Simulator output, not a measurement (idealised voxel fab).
process module | voxel fin reveal
cross-section cut | 220 nm wide | cells 5 nm
A cross-section is a grid of square cells, given in bands from the top down. A band is one or more rows of cells.
Each band's line starts with the height of the band's top and of its bottom, in nm. Then come its materials from left to right, each with its width in nm. One material with "throughout" fills the band from edge to edge. "air" is empty space.
Height 0 is the level under which the wafer as received is all one material. The lowest band goes on downwards, as in "0 down".
A width such as "30 to 40" changes by the same amount from each row of cells to the next, from the band's top row to its bottom row.
"no change" after a step means that no cell of the cross-section changed.
closed voids: empty space of 8 cells or more with no open way to the top, each as width x height at its distance from the left edge, in nm
after a step's settings: what the simulator itself notes on the step
overlay nm, on a step with a mask: how far to the right of its planned place the mask lay; to the left if negative
plan
1 op RECEIVE | material Si
2 op CONFORMAL_DEP | material SiN | thk nm 10
3 op PATTERN | tone cover | mask id FINS | material resist | width nm 15 | pitch nm 35 | thk nm 20 | overlay nm 0
4 op DIRECTIONAL_ETCH | etch materials SiN | depth nm 10
5 op DIRECTIONAL_ETCH | etch materials Si | depth nm 30
6 op STRIP | etch materials resist
7 op FILL_DEP | material SiO2 | thk nm 15
8 op CMP | height nm 10
9 op SELECTIVE_ETCH | etch materials SiO2 | depth nm 25
10 op STRIP | etch materials SiN
first wafer, as planned
as received, after step 1
  0 down: Si throughout
  closed voids: none
after step 2
  10 to 0: SiN throughout
  below 0: unchanged
after step 3
  30 to 10: air 85 | resist 15 | air 20 | resist 15 | air 85
  below 10: unchanged
after step 4
  30 to 10: air 85 | resist 15 | air 20 | resist 15 | air 85
  10 to 0: air 85 | SiN 15 | air 20 | SiN 15 | air 85
  below 0: unchanged
after step 5
  30 to 10: air 85 | resist 15 | air 20 | resist 15 | air 85
  10 to 0: air 85 | SiN 15 | air 20 | SiN 15 | air 85
  0 to -30: air 85 | Si 15 | air 20 | Si 15 | air 85
  below -30: unchanged
after step 6
  10 to 0: air 85 | SiN 15 | air 20 | SiN 15 | air 85
  below 0: unchanged
after step 7
  25 to 10: SiO2 throughout
  10 to 0: SiO2 85 | SiN 15 | SiO2 20 | SiN 15 | SiO2 85
  0 to -30: SiO2 85 | Si 15 | SiO2 20 | Si 15 | SiO2 85
  below -30: unchanged
after step 8
  10 to 0: SiO2 85 | SiN 15 | SiO2 20 | SiN 15 | SiO2 85
  below 0: unchanged
after step 9
  10 to 0: air 85 | SiN 15 | air 20 | SiN 15 | air 85
  0 to -15: air 85 | Si 15 | air 20 | Si 15 | air 85
  below -15: unchanged
after step 10
  0 to -15: air 85 | Si 15 | air 20 | Si 15 | air 85
  below -15: unchanged
second wafer: like start, like plan, one mistake. Through step 2 it matches the first wafer
when step 3 should have ended
  30 to 10: air 85 | resist 20 | air 15 | resist 20 | air 80
  below 10: unchanged
when step 4 should have ended
  30 to 10: air 85 | resist 20 | air 15 | resist 20 | air 80
  10 to 0: air 85 | SiN 20 | air 15 | SiN 20 | air 80
  below 0: unchanged
when step 5 should have ended
  30 to 10: air 85 | resist 20 | air 15 | resist 20 | air 80
  10 to 0: air 85 | SiN 20 | air 15 | SiN 20 | air 80
  0 to -30: air 85 | Si 20 | air 15 | Si 20 | air 80
  below -30: unchanged
when step 6 should have ended
  10 to 0: air 85 | SiN 20 | air 15 | SiN 20 | air 80
  below 0: unchanged
when step 7 should have ended
  25 to 10: SiO2 throughout
  10 to 0: SiO2 85 | SiN 20 | SiO2 15 | SiN 20 | SiO2 80
  0 to -30: SiO2 85 | Si 20 | SiO2 15 | Si 20 | SiO2 80
  below -30: unchanged
when step 8 should have ended
  10 to 0: SiO2 85 | SiN 20 | SiO2 15 | SiN 20 | SiO2 80
  below 0: unchanged
when step 9 should have ended
  10 to 0: air 85 | SiN 20 | air 15 | SiN 20 | air 80
  0 to -15: air 85 | Si 20 | air 15 | Si 20 | air 80
  below -15: unchanged
when step 10 should have ended
  0 to -15: air 85 | Si 20 | air 15 | Si 20 | air 80
  below -15: unchanged
what went wrong: step 3 ran as: op PATTERN | tone cover | mask id FINS | material resist | width nm 20 | pitch nm 35 | thk nm 20 | overlay nm 0
at the end the second wafer has, in cells: 12 more of Si | 6 fewer of SiO2
